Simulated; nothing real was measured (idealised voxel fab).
The document below concerns the process module designated voxel released beams.
We display cut, a cross-section 285 nm in width whose square cells are each 5 nm.
A cross-section is a grid of square cells, given in bands from the top down. A band is one or more rows of cells.
First you get the band's top height and its bottom height, in nm, and then the materials it's made of, left to right, with each width in nm. If you see a single material with "throughout", that one covers the band edge to edge. "blank" is empty space.
Measure heights from 0. That's the level where, below it, the as-received wafer is all one material. The lowest band is bottomless and extends downward; write it as in "from 0 down".
The notation "30..40" denotes a width that varies across the rows of cells in the band, beginning at the first number in the top row, finishing at the second number in the bottom row, and changing by an identical amount from each row to the next.
Where the words "stayed the same" appear for a step, the cross-section shows no cell changed by that step; every cell remained as before.
For the entry "Enclosed internal voids", the listed items are empty spaces with no open way to the top whose size is 8 cells or more; each item follows the pattern width x height at distance, where distance is from the left edge and all three are in nm.
Read whatever lies past the settings on a step's line as the simulator's own remark about the step.
Regarding "overlay nm": on a step with a mask, it is the distance the mask lay to the right of its planned place; a negative value places it to the left.
## plan
1: RECEIVE,material Si
2: CONFORMAL_DEP,material SiN,thk nm 10
3: DIRECTIONAL_DEP,material SiO2,thk nm 10
4: MASKED_ETCH,tone open,mask id ANCHOR,width nm 30,etch materials SiO2,depth nm 10,overlay nm 0
5: CONFORMAL_DEP,material polySi,thk nm 10
6: DIRECTIONAL_DEP,material aC,thk nm 15
7: PATTERN,tone cover,mask id BEAM,material resist,width nm 110,thk nm 30,overlay nm 0
8: DIRECTIONAL_ETCH,etch materials aC,depth nm 15
9: STRIP,etch materials resist
10: DIRECTIONAL_ETCH,etch materials polySi,depth nm 10
11: STRIP,etch materials aC
12: STRIP,etch materials SiO2
## First wafer, two in total, run as planned
## Wafer cross-section on receipt, i.e. after step 1
  from 0 down  Si throughout
  Enclosed internal voids: none
## Sectional view: wafer, after step 2
  from 10 to 0  SiN throughout
  For the remainder of the cross-section, below 0, there is no change.
## Sectional view: wafer, after step 3
  from 20 to 10  SiO2 throughout
  For the remainder of the cross-section, below 10, there is no change.
## Sectional view: wafer, after step 4
  from 20 to 10  90 SiO2, 30 blank, 165 SiO2
  For the remainder of the cross-section, below 10, there is no change.
## Sectional view: wafer, after step 5
  from 30 to 20  100 polySi, 10 blank, 175 polySi
  from 20 to 10  90 SiO2, 30 polySi, 165 SiO2
  For the remainder of the cross-section, below 10, there is no change.
## Sectional view: wafer, after step 6
  from 45 to 35  100 aC, 10 blank, 175 aC
  from 35 to 30  aC throughout
  from 30 to 20  100 polySi, 10 aC, 175 polySi
  For the remainder of the cross-section, below 20, there is no change.
## Sectional view: wafer, after step 7
  from 75 to 45  85 blank, 110 resist, 90 blank
  from 45 to 35  100 aC, 10 resist, 175 aC
  For the remainder of the cross-section, below 35, there is no change.
## Sectional view: wafer, after step 8
  from 60 to 45  85 blank, 110 resist, 90 blank
  from 45 to 35  85 blank, 15 aC, 10 resist, 85 aC, 90 blank
  from 35 to 30  85 blank, 110 aC, 90 blank
  For the remainder of the cross-section, below 30, there is no change.
## Sectional view: wafer, after step 9
  from 45 to 35  85 blank, 15 aC, 10 blank, 85 aC, 90 blank
  For the remainder of the cross-section, below 35, there is no change.
## Sectional view: wafer, after step 10
  from 45 to 35  85 blank, 15 aC, 10 blank, 85 aC, 90 blank
  from 35 to 30  85 blank, 110 aC, 90 blank
  from 30 to 20  85 blank, 15 polySi, 10 aC, 85 polySi, 90 blank
  For the remainder of the cross-section, below 20, there is no change.
## Sectional view: wafer, after step 11
  from 30 to 20  85 blank, 15 polySi, 10 blank, 85 polySi, 90 blank
  For the remainder of the cross-section, below 20, there is no change.
## Sectional view: wafer, after step 12
  from 30 to 20  85 blank, 15 polySi, 10 blank, 85 polySi, 90 blank
  from 20 to 10  90 blank, 30 polySi, 165 blank
  For the remainder of the cross-section, below 10, there is no change.
## What follows concerns the second wafer, which started out like the first and was meant to follow the very same plan; one mistake crept in when it was run, but everything up to and including step 3 is the same as for the first wafer
## Cross-section, second wafer, at the end time the plan gives for step 4
  from 20 to 10  90 blank, 30 SiO2, 165 blank
  For the remainder of the cross-section, below 10, there is no change.
## Cross-section, second wafer, at the end time the plan gives for step 5
  from 30 to 20  80 blank, 50 polySi, 155 blank
  from 20 to 10  90 polySi, 30 SiO2, 165 polySi
  For the remainder of the cross-section, below 10, there is no change.
## Cross-section, second wafer, at the end time the plan gives for step 6
  from 45 to 35  80 blank, 50 aC, 155 blank
  from 35 to 30  aC throughout
  from 30 to 20  80 aC, 50 polySi, 155 aC
  For the remainder of the cross-section, below 20, there is no change.
## Cross-section, second wafer, at the end time the plan gives for step 7
  from 75 to 45  85 blank, 110 resist, 90 blank
  from 45 to 35  80 blank, 50 aC, 65 resist, 90 blank
  For the remainder of the cross-section, below 35, there is no change.
## Cross-section, second wafer, at the end time the plan gives for step 8
  from 60 to 45  85 blank, 110 resist, 90 blank
  from 45 to 35  85 blank, 45 aC, 65 resist, 90 blank
  from 35 to 30  85 blank, 110 aC, 90 blank
  from 30 to 20  80 blank, 50 polySi, 65 aC, 90 blank
  For the remainder of the cross-section, below 20, there is no change.
## Cross-section, second wafer, at the end time the plan gives for step 9
  from 45 to 35  85 blank, 45 aC, 155 blank
  For the remainder of the cross-section, below 35, there is no change.
## Cross-section, second wafer, at the end time the plan gives for step 10
  from 45 to 35  85 blank, 45 aC, 155 blank
  from 35 to 30  85 blank, 110 aC, 90 blank
  from 30 to 20  85 blank, 45 polySi, 65 aC, 90 blank
  from 20 to 10  80 blank, 10 polySi, 30 SiO2, 75 polySi, 90 blank
  For the remainder of the cross-section, below 10, there is no change.
## Cross-section, second wafer, at the end time the plan gives for step 11
  from 30 to 20  85 blank, 45 polySi, 155 blank
  For the remainder of the cross-section, below 20, there is no change.
Cross-section, second wafer, at the end time the plan gives for step 12: stayed the same
Heads up, the wafer didn't run the way we planned it: step 4 changed vs plan, executed as MASKED_ETCH,tone cover,mask id ANCHOR,width nm 30,etch materials SiO2,depth nm 10,overlay nm 0
Final difference in cells, second wafer against first, listed per material as more or fewer: SiO2 +12
